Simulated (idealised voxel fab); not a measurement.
voxel ribs on slabs: a process module
The cross-section shown here is cut; it is 270 nm wide and divided into square cells measuring 5 nm on a side.
Bands, listed from the top down, are how a cross-section gets written in this document; the cross-section itself is a grid of square cells, and a band is one or more rows of them.
The entry gives the band's vertical extent as a top height and a bottom height in nm, then its horizontal make-up as materials from left to right, each with a width in nm. "air" stands for empty space; a single material marked "throughout" fills the band edge to edge.
Where do heights start? At 0: under that level the wafer as delivered is made of one material only. And the lowest band has no floor; it just carries on downward, as in "0..down".
Width spec "30->40" -> top row of cells at first value, bottom row at second value, equal per-row change in between.
No cell of the cross-section changed in a step that is given as "identical to before".
Entry "Enclosed void inventory" = empty spaces >= 8 cells with no open way to the top; each as width x height at distance, distance from left edge, all nm.
On each step's line, the part that comes after the settings is the simulator's own comment on the step.
The optional step-line setting "overlay nm" applies to steps with a mask and quantifies how far to the right of its planned location the mask lay, a negative value indicating leftward placement.

The planned process steps are enumerated hereunder:
1 RECEIVE (material Si)
2 DIRECTIONAL_DEP (material SiO2; thk nm 25)
3 DIRECTIONAL_DEP (material SiN; thk nm 20)
4 DIRECTIONAL_DEP (material aC; thk nm 15)
5 PATTERN (tone cover; mask id RIB; material resist; width nm 15; thk nm 35; overlay nm 0)
6 DIRECTIONAL_ETCH (etch materials aC; depth nm 15)
7 STRIP (etch materials resist)
8 DIRECTIONAL_ETCH (etch materials SiN; depth nm 5)
9 STRIP (etch materials aC)
10 MASKED_ETCH (tone cover; mask id SLAB; width nm 55; etch materials SiN; depth nm 15; overlay nm 0)
11 FILL_DEP (material SiO2; thk nm 15)
12 CMP (height nm 55)
13 DIRECTIONAL_DEP (material W; thk nm 10)
14 PATTERN (tone cover; mask id HEATER; material resist; width nm 25; thk nm 15; overlay nm 0)
15 DIRECTIONAL_ETCH (etch materials W; depth nm 10)
16 STRIP (etch materials resist)
17 CONFORMAL_DEP (material SiN; thk nm 5)

Incoming wafer in cross-section (state: after step 1):
* 0..down: Si throughout
* Enclosed void inventory: none

The first of the two wafers as seen in cross-section once the module was finished; processing followed the plan:
* 70..65: air: 115 / SiN: 35 / air: 120
* 65..60: air: 115 / SiN: 5 / W: 25 / SiN: 5 / air: 120
* 60..55: SiN: 120 / W: 25 / SiN: 125
* 55..45: SiO2 throughout
* 45..40: SiO2: 125 / SiN: 15 / SiO2: 130
* 40..25: SiO2: 105 / SiN: 55 / SiO2: 110
* 25..0: SiO2 throughout
* 0..down: Si throughout
* Enclosed void inventory: none

Wafer two cross-section, module end. Start and plan unchanged from wafer one; one mistake made during the run:
* 70..65: air: 105 / SiN: 35 / air: 130
* 65..60: air: 105 / SiN: 5 / W: 25 / SiN: 5 / air: 130
* 60..55: SiN: 110 / W: 25 / SiN: 135
* 55..45: SiO2 throughout
* 45..40: SiO2: 125 / SiN: 15 / SiO2: 130
* 40..25: SiO2: 105 / SiN: 55 / SiO2: 110
* 25..0: SiO2 throughout
* 0..down: Si throughout
* Enclosed void inventory: none
Where did the run depart from the plan? for step 14, the planned setting was not used; the step was instead run as PATTERN (tone cover; mask id HEATER; material resist; width nm 25; thk nm 15; overlay nm -10)
Final state: per-material cell counts identical on both wafers; locations differ.
